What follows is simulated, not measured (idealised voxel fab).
You're looking at the process module voxel released beams.
The cross-section shown here is cut; it is 220 nm wide and divided into square cells measuring 5 nm on a side.
Cross-sections here: square-cell grids, written as top-down lists of bands, a band being one or more rows of cells.
Heights first: top, then bottom, in nm. Then materials, left to right, each with a width in nm. "throughout" on a single material: fills the band edge to edge. "empty": empty space.
Heights are measured from 0, the level below which the as-received wafer is all one material; the lowest band has no bottom and continues downward, written as in "0 down".
The two numbers in a width such as "30 to 40" mark its ends across the band: the first belongs to the top row of cells, the second to the bottom row, and from each row to the next the width moves by the same amount.
Given "nothing changed" for a step, no cell of the cross-section differs between before and after that step.
This entry, "Trapped voids", enumerates those empty regions of no fewer than 8 cells that possess no open connection to the top. Each region is reported in the form width x height at distance, the distance being taken from the left edge, with all three quantities expressed in nm.
Read whatever lies past the settings on a step's line as the simulator's own remark about the step.
A step line may carry the setting "overlay nm", which, for steps involving a mask, states the distance by which the mask lay to the right of its intended position; negative values denote displacement to the left.

Planned process steps
1. RECEIVE (material Si)
2. CONFORMAL_DEP (material SiN; thk nm 5)
3. DIRECTIONAL_DEP (material SiO2; thk nm 20)
4. PATTERN (tone open; mask id ANCHOR; material resist; width nm 30; thk nm 15; overlay nm 0)
5. DIRECTIONAL_ETCH (etch materials SiO2; depth nm 20)
6. STRIP (etch materials resist)
7. CONFORMAL_DEP (material polySi; thk nm 10)
8. PATTERN (tone cover; mask id BEAM; material resist; width nm 95; thk nm 15; overlay nm 0)
9. DIRECTIONAL_ETCH (etch materials polySi; depth nm 10)
10. STRIP (etch materials resist)
11. STRIP (etch materials SiO2)

Delivered wafer in cross-section: state after step 1
* 0 down  Si throughout
* Trapped voids: none

The module was run from the start shown above using the plan shown above, but one mistake was made doing it; the resulting wafer cross-section is below
* 35 to 25  65 empty, 10 polySi, 10 empty, 65 polySi, 70 empty
* 25 to 15  65 empty, 10 polySi, 10 empty, 10 polySi, 125 empty
* 15 to 5  65 empty, 30 polySi, 125 empty
* 5 to 0  SiN throughout
* 0 down  Si throughout
* Trapped voids: none
what went wrong: step 8 did not use the planned setting and instead ran as PATTERN (tone cover; mask id BEAM; material resist; width nm 85; thk nm 15; overlay nm 0)
